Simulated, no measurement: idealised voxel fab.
The process module presented herein is designated voxel capacitor over wiring.
It is cross-section cut that appears here, measuring 250 nm in width, its square cells being 5 nm in size.
Notation: cross-section as square-cell grid; stated in bands, top first, going down; one or more cell rows per band. Quick guide to a band line: top height, bottom height (nm) up front; then every material left to right with its width in nm. Only one material and it's marked "all across"? Then it fills the band edge to edge. And "blank" just means empty space. Height reference: 0 = level under which incoming wafer is all one material. Lowest band: no bottom, runs on downward, e.g. "0 nm and below". A width given as "30 to 40" starts at the first number in the band's top row and ends at the second number in its bottom row, shifting by an equal amount at every step from row to row. "remained the same" for a step: no cell of the cross-section changed in that step. The entry "Completely enclosed voids" lists the empty spaces that cover at least 8 cells and have no open path to the top. Each is written as width x height at distance, where the distance is measured from the left edge and all three values are in nm. The remark found on a step's line after its settings is issued by the simulator itself and pertains to that step. The optional step-line setting "overlay nm" applies to steps with a mask and quantifies how far to the right of its planned location the mask lay, a negative value indicating leftward placement. Everything after this point is organized in pairs: a cross-section before one process step, a cross-section after it that shows only as deep as the lowest changed band, and, under the pair, the intervening step with its settings. Because different runs of this module on the same starting wafer can supply different pairs, a pair continues from the pair above it only if its entry headed "Pre-step geometry" says so.

Pre-step geometry:
	90 nm to 75 nm = blank: 85 | aC: 55 | blank: 110
	75 nm to 65 nm = aC: 85 | TiN: 55 | aC: 110
	65 nm to 60 nm = aC: 85 | Al2O3: 55 | aC: 110
	60 nm to 55 nm = TiN all across
	55 nm to 40 nm = SiO2: 85 | TiN: 5 | Cu: 5 | TiN: 5 | SiO2: 150
	40 nm to 35 nm = SiCN: 85 | TiN: 15 | SiCN: 150
	35 nm to 20 nm = lowk: 85 | W: 25 | lowk: 50 | W: 25 | lowk: 65
	20 nm to 15 nm = lowk: 75 | TiN: 35 | lowk: 40 | TiN: 35 | lowk: 65
	15 nm to 0 nm = SiO2 all across
	0 nm and below = Si all across
	Completely enclosed voids: none

Structure After Step:
	120 nm to 90 nm = blank: 80 | resist: 65 | blank: 105
	90 nm to 75 nm = blank: 80 | resist: 5 | aC: 55 | resist: 5 | blank: 105
	Lower than 75, everything is as it was.
	Completely enclosed voids: none
As a process note, the step between the before and after cross-sections shown above is PATTERN | tone cover | mask id LOWER_PLATE | material resist | width nm 65 | thk nm 30 | overlay nm 0

Pre-step geometry: = after-state of the pair above.

Structure After Step:
	105 nm to 90 nm = blank: 80 | resist: 65 | blank: 105
	90 nm to 75 nm = blank: 80 | resist: 5 | aC: 55 | resist: 5 | blank: 105
	75 nm to 65 nm = blank: 80 | aC: 5 | TiN: 55 | aC: 5 | blank: 105
	65 nm to 60 nm = blank: 80 | aC: 5 | Al2O3: 55 | aC: 5 | blank: 105
	Lower than 60, everything is as it was.
	Completely enclosed voids: none
As a process note, the step between the before and after cross-sections shown above is DIRECTIONAL_ETCH | etch materials aC | depth nm 15

Pre-step geometry: = after-state of the pair above.

Structure After Step:
	90 nm to 75 nm = blank: 85 | aC: 55 | blank: 110
	Lower than 75, everything is as it was.
	Completely enclosed voids: none
As a process note, the step between the before and after cross-sections shown above is STRIP | etch materials resist

Pre-step geometry: = after-state of the pair above.

Structure After Step:
	90 nm to 75 nm = blank: 85 | aC: 55 | blank: 110
	75 nm to 65 nm = blank: 80 | aC: 5 | TiN: 55 | aC: 5 | blank: 105
	65 nm to 60 nm = blank: 80 | aC: 5 | Al2O3: 55 | aC: 5 | blank: 105
	60 nm to 55 nm = blank: 80 | TiN: 65 | blank: 105
	Lower than 55, everything is as it was.
	Completely enclosed voids: none
As a process note, the step between the before and after cross-sections shown above is DIRECTIONAL_ETCH | etch materials TiN | depth nm 5

Pre-step geometry: = after-state of the pair above.

Structure After Step:
	75 nm to 65 nm = blank: 85 | TiN: 55 | blank: 110
	65 nm to 60 nm = blank: 85 | Al2O3: 55 | blank: 110
	Lower than 60, everything is as it was.
	Completely enclosed voids: none
As a process note, the step between the before and after cross-sections shown above is STRIP | etch materials aC

Pre-step geometry: = after-state of the pair above.

Structure After Step:
	95 nm to 75 nm = SiO2 all across
	75 nm to 65 nm = SiO2: 85 | TiN: 55 | SiO2: 110
	65 nm to 60 nm = SiO2: 85 | Al2O3: 55 | SiO2: 110
	60 nm to 55 nm = SiO2: 80 | TiN: 65 | SiO2: 105
	Lower than 55, everything is as it was.
	Completely enclosed voids: none
As a process note, the step between the before and after cross-sections shown above is FILL_DEP | material SiO2 | thk nm 20

Pre-step geometry: = after-state of the pair above.

Structure After Step:
	90 nm to 75 nm = SiO2 all across
	Lower than 75, everything is as it was.
	Completely enclosed voids: none
As a process note, the step between the before and after cross-sections shown above is CMP | height nm 90

Pre-step geometry: = after-state of the pair above.

Structure After Step:
	100 nm to 90 nm = aC all across
	Lower than 90, everything is as it was.
	Completely enclosed voids: none
As a process note, the step between the before and after cross-sections shown above is DIRECTIONAL_DEP | material aC | thk nm 10

Pre-step geometry: = after-state of the pair above.

Structure After Step:
	130 nm to 100 nm = resist: 95 | blank: 15 | resist: 140
	Lower than 100, everything is as it was.
	Completely enclosed voids: none
As a process note, the step between the before and after cross-sections shown above is PATTERN | tone open | mask id PLUG_2 | material resist | width nm 15 | thk nm 30 | overlay nm 0

Pre-step geometry: = after-state of the pair above.

Structure After Step:
	120 nm to 100 nm = resist: 95 | blank: 15 | resist: 140
	100 nm to 90 nm = aC: 95 | blank: 15 | aC: 140
	Lower than 90, everything is as it was.
	Completely enclosed voids: none
As a process note, the step between the before and after cross-sections shown above is DIRECTIONAL_ETCH | etch materials aC | depth nm 10

Pre-step geometry: = after-state of the pair above.

Structure After Step:
	100 nm to 90 nm = aC: 95 | blank: 15 | aC: 140
	Lower than 90, everything is as it was.
	Completely enclosed voids: none
As a process note, the step between the before and after cross-sections shown above is STRIP | etch materials resist

Pre-step geometry: = after-state of the pair above.

Structure After Step:
	100 nm to 90 nm = aC: 95 | blank: 15 | aC: 140
	90 nm to 75 nm = SiO2: 95 | blank: 15 | SiO2: 140
	Lower than 75, everything is as it was.
	Completely enclosed voids: none
As a process note, the step between the before and after cross-sections shown above is DIRECTIONAL_ETCH | etch materials SiO2 | depth nm 15

Pre-step geometry: = after-state of the pair above.

Structure After Step:
	90 nm to 75 nm = SiO2: 95 | blank: 15 | SiO2: 140
	Lower than 75, everything is as it was.
	Completely enclosed voids: none
As a process note, the step between the before and after cross-sections shown above is STRIP | etch materials aC

Pre-step geometry: = after-state of the pair above.

Structure After Step:
	95 nm to 90 nm = TiN: 100 | blank: 5 | TiN: 145
	90 nm to 80 nm = SiO2: 95 | TiN: 5 | blank: 5 | TiN: 5 | SiO2: 140
	80 nm to 75 nm = SiO2: 95 | TiN: 15 | SiO2: 140
	Lower than 75, everything is as it was.
	Completely enclosed voids: none
As a process note, the step between the before and after cross-sections shown above is CONFORMAL_DEP | material TiN | thk nm 5

Pre-step geometry: = after-state of the pair above.

Structure After Step:
	100 nm to 95 nm = W all across
	95 nm to 90 nm = TiN: 100 | W: 5 | TiN: 145
	90 nm to 80 nm = SiO2: 95 | TiN: 5 | W: 5 | TiN: 5 | SiO2: 140
	Lower than 80, everything is as it was.
	Completely enclosed voids: none
As a process note, the step between the before and after cross-sections shown above is FILL_DEP | material W | thk nm 5

Pre-step geometry: = after-state of the pair above.

Structure After Step:
	90 nm to 80 nm = SiO2: 95 | TiN: 5 | W: 5 | TiN: 5 | SiO2: 140
	Lower than 80, everything is as it was.
	Completely enclosed voids: none
As a process note, the step between the before and after cross-sections shown above is CMP | height nm 90

Pre-step geometry: = after-state of the pair above.

Structure After Step:
	95 nm to 90 nm = SiCN all across
	Lower than 90, everything is as it was.
	Completely enclosed voids: none
As a process note, the step between the before and after cross-sections shown above is CONFORMAL_DEP | material SiCN | thk nm 5

Pre-step geometry:
	90 nm to 75 nm = SiO2: 95 | blank: 15 | SiO2: 140
	75 nm to 65 nm = SiO2: 85 | TiN: 55 | SiO2: 110
	65 nm to 60 nm = SiO2: 85 | Al2O3: 55 | SiO2: 110
	60 nm to 55 nm = SiO2: 80 | TiN: 65 | SiO2: 105
	55 nm to 40 nm = SiO2: 85 | TiN: 5 | Cu: 5 | TiN: 5 | SiO2: 150
	40 nm to 35 nm = SiCN: 85 | TiN: 15 | SiCN: 150
	35 nm to 20 nm = lowk: 75 | W: 25 | lowk: 50 | W: 25 | lowk: 75
	20 nm to 15 nm = lowk: 75 | TiN: 25 | lowk: 50 | TiN: 25 | lowk: 75
	15 nm to 0 nm = SiO2 all across
	0 nm and below = Si all across
	Completely enclosed voids: none

Structure After Step:
	95 nm to 90 nm = Al2O3: 100 | blank: 5 | Al2O3: 145
	90 nm to 80 nm = SiO2: 95 | Al2O3: 5 | blank: 5 | Al2O3: 5 | SiO2: 140
	80 nm to 75 nm = SiO2: 95 | Al2O3: 15 | SiO2: 140
	Lower than 75, everything is as it was.
	Completely enclosed voids: none
As a process note, the step between the before and after cross-sections shown above is CONFORMAL_DEP | material Al2O3 | thk nm 5

Pre-step geometry: = after-state of the pair above.

Structure After Step:
	100 nm to 95 nm = W all across
	95 nm to 90 nm = Al2O3: 100 | W: 5 | Al2O3: 145
	90 nm to 80 nm = SiO2: 95 | Al2O3: 5 | W: 5 | Al2O3: 5 | SiO2: 140
	Lower than 80, everything is as it was.
	Completely enclosed voids: none
As a process note, the step between the before and after cross-sections shown above is FILL_DEP | material W | thk nm 5

Pre-step geometry: = after-state of the pair above.

Structure After Step:
	90 nm to 80 nm = SiO2: 95 | Al2O3: 5 | W: 5 | Al2O3: 5 | SiO2: 140
	Lower than 80, everything is as it was.
	Completely enclosed voids: none
As a process note, the step between the before and after cross-sections shown above is CMP | height nm 90

Pre-step geometry: = after-state of the pair above.

Structure After Step:
	95 nm to 90 nm = SiCN all across
	Lower than 90, everything is as it was.
	Completely enclosed voids: none
As a process note, the step between the before and after cross-sections shown above is CONFORMAL_DEP | material SiCN | thk nm 5

Pre-step geometry:
	90 nm to 75 nm = blank: 85 | aC: 55 | blank: 110
	75 nm to 65 nm = aC: 85 | TiN: 55 | aC: 110
	65 nm to 60 nm = aC: 85 | Al2O3: 55 | aC: 110
	60 nm to 55 nm = TiN all across
	55 nm to 40 nm = SiO2: 85 | TiN: 5 | Cu: 5 | TiN: 5 | SiO2: 150
	40 nm to 35 nm = SiCN: 85 | TiN: 15 | SiCN: 150
	35 nm to 20 nm = lowk: 75 | W: 25 | lowk: 50 | W: 25 | lowk: 75
	20 nm to 15 nm = lowk: 75 | TiN: 25 | lowk: 50 | TiN: 25 | lowk: 75
	15 nm to 0 nm = SiO2 all across
	0 nm and below = Si all across
	Completely enclosed voids: none

Structure After Step:
	120 nm to 90 nm = resist: 80 | blank: 65 | resist: 105
	90 nm to 75 nm = resist: 80 | blank: 5 | aC: 55 | blank: 5 | resist: 105
	Lower than 75, everything is as it was.
	Completely enclosed voids: none
As a process note, the step between the before and after cross-sections shown above is PATTERN | tone open | mask id LOWER_PLATE | material resist | width nm 65 | thk nm 30 | overlay nm 0

Pre-step geometry: = after-state of the pair above.

Structure After Step:
	105 nm to 75 nm = resist: 80 | blank: 65 | resist: 105
	75 nm to 65 nm = aC: 80 | blank: 5 | TiN: 55 | blank: 5 | aC: 105
	65 nm to 60 nm = aC: 80 | blank: 5 | Al2O3: 55 | blank: 5 | aC: 105
	Lower than 60, everything is as it was.
	Completely enclosed voids: none
As a process note, the step between the before and after cross-sections shown above is DIRECTIONAL_ETCH | etch materials aC | depth nm 15

Pre-step geometry: = after-state of the pair above.

Structure After Step:
	75 nm to 65 nm = aC: 80 | blank: 5 | TiN: 55 | blank: 5 | aC: 105
	Lower than 65, everything is as it was.
	Completely enclosed voids: none
As a process note, the step between the before and after cross-sections shown above is STRIP | etch materials resist

Pre-step geometry: = after-state of the pair above.

Structure After Step:
	75 nm to 70 nm = aC: 80 | blank: 65 | aC: 105
	70 nm to 65 nm = aC: 80 | blank: 5 | TiN: 55 | blank: 5 | aC: 105
	65 nm to 60 nm = aC: 80 | blank: 5 | Al2O3: 55 | blank: 5 | aC: 105
	60 nm to 55 nm = TiN: 80 | blank: 5 | TiN: 55 | blank: 5 | TiN: 105
	Lower than 55, everything is as it was.
	Completely enclosed voids: none
As a process note, the step between the before and after cross-sections shown above is DIRECTIONAL_ETCH | etch materials TiN | depth nm 5

Pre-step geometry: = after-state of the pair above.

Structure After Step:
	70 nm to 65 nm = blank: 85 | TiN: 55 | blank: 110
	65 nm to 60 nm = blank: 85 | Al2O3: 55 | blank: 110
	Lower than 60, everything is as it was.
	Completely enclosed voids: none
As a process note, the step between the before and after cross-sections shown above is STRIP | etch materials aC

Pre-step geometry: = after-state of the pair above.

Structure After Step:
	90 nm to 70 nm = SiO2 all across
	70 nm to 65 nm = SiO2: 85 | TiN: 55 | SiO2: 110
	65 nm to 60 nm = SiO2: 85 | Al2O3: 55 | SiO2: 110
	60 nm to 55 nm = TiN: 80 | SiO2: 5 | TiN: 55 | SiO2: 5 | TiN: 105
	Lower than 55, everything is as it was.
	Completely enclosed voids: none
As a process note, the step between the before and after cross-sections shown above is FILL_DEP | material SiO2 | thk nm 20

Pre-step geometry: = after-state of the pair above.

Structure After Step:
	100 nm to 90 nm = aC all across
	Lower than 90, everything is as it was.
	Completely enclosed voids: none
As a process note, the step between the before and after cross-sections shown above is DIRECTIONAL_DEP | material aC | thk nm 10

Pre-step geometry: = after-state of the pair above.

Structure After Step:
	130 nm to 100 nm = resist: 95 | blank: 15 | resist: 140
	Lower than 100, everything is as it was.
	Completely enclosed voids: none
As a process note, the step between the before and after cross-sections shown above is PATTERN | tone open | mask id PLUG_2 | material resist | width nm 15 | thk nm 30 | overlay nm 0

Pre-step geometry: = after-state of the pair above.

Structure After Step:
	120 nm to 100 nm = resist: 95 | blank: 15 | resist: 140
	100 nm to 90 nm = aC: 95 | blank: 15 | aC: 140
	Lower than 90, everything is as it was.
	Completely enclosed voids: none
As a process note, the step between the before and after cross-sections shown above is DIRECTIONAL_ETCH | etch materials aC | depth nm 10

Pre-step geometry: = after-state of the pair above.

Structure After Step:
	100 nm to 90 nm = aC: 95 | blank: 15 | aC: 140
	Lower than 90, everything is as it was.
	Completely enclosed voids: none
As a process note, the step between the before and after cross-sections shown above is STRIP | etch materials resist

Pre-step geometry: = after-state of the pair above.

Structure After Step:
	100 nm to 90 nm = aC: 95 | blank: 15 | aC: 140
	90 nm to 75 nm = SiO2: 95 | blank: 15 | SiO2: 140
	Lower than 75, everything is as it was.
	Completely enclosed voids: none
As a process note, the step between the before and after cross-sections shown above is DIRECTIONAL_ETCH | etch materials SiO2 | depth nm 15

Pre-step geometry: = after-state of the pair above.

Structure After Step:
	90 nm to 75 nm = SiO2: 95 | blank: 15 | SiO2: 140
	Lower than 75, everything is as it was.
	Completely enclosed voids: none
As a process note, the step between the before and after cross-sections shown above is STRIP | etch materials aC

Pre-step geometry: = after-state of the pair above.

Structure After Step:
	95 nm to 90 nm = TiN: 100 | blank: 5 | TiN: 145
	90 nm to 80 nm = SiO2: 95 | TiN: 5 | blank: 5 | TiN: 5 | SiO2: 140
	80 nm to 75 nm = SiO2: 95 | TiN: 15 | SiO2: 140
	Lower than 75, everything is as it was.
	Completely enclosed voids: none
As a process note, the step between the before and after cross-sections shown above is CONFORMAL_DEP | material TiN | thk nm 5

Pre-step geometry: = after-state of the pair above.

Structure After Step:
	100 nm to 95 nm = W all across
	95 nm to 90 nm = TiN: 100 | W: 5 | TiN: 145
	90 nm to 80 nm = SiO2: 95 | TiN: 5 | W: 5 | TiN: 5 | SiO2: 140
	Lower than 80, everything is as it was.
	Completely enclosed voids: none
As a process note, the step between the before and after cross-sections shown above is FILL_DEP | material W | thk nm 5

Pre-step geometry: = after-state of the pair above.

Structure After Step:
	90 nm to 80 nm = SiO2: 95 | TiN: 5 | W: 5 | TiN: 5 | SiO2: 140
	Lower than 80, everything is as it was.
	Completely enclosed voids: none
As a process note, the step between the before and after cross-sections shown above is CMP | height nm 90

Pre-step geometry: = after-state of the pair above.

Structure After Step:
	95 nm to 90 nm = SiCN all across
	Lower than 90, everything is as it was.
	Completely enclosed voids: none
As a process note, the step between the before and after cross-sections shown above is CONFORMAL_DEP | material SiCN | thk nm 5
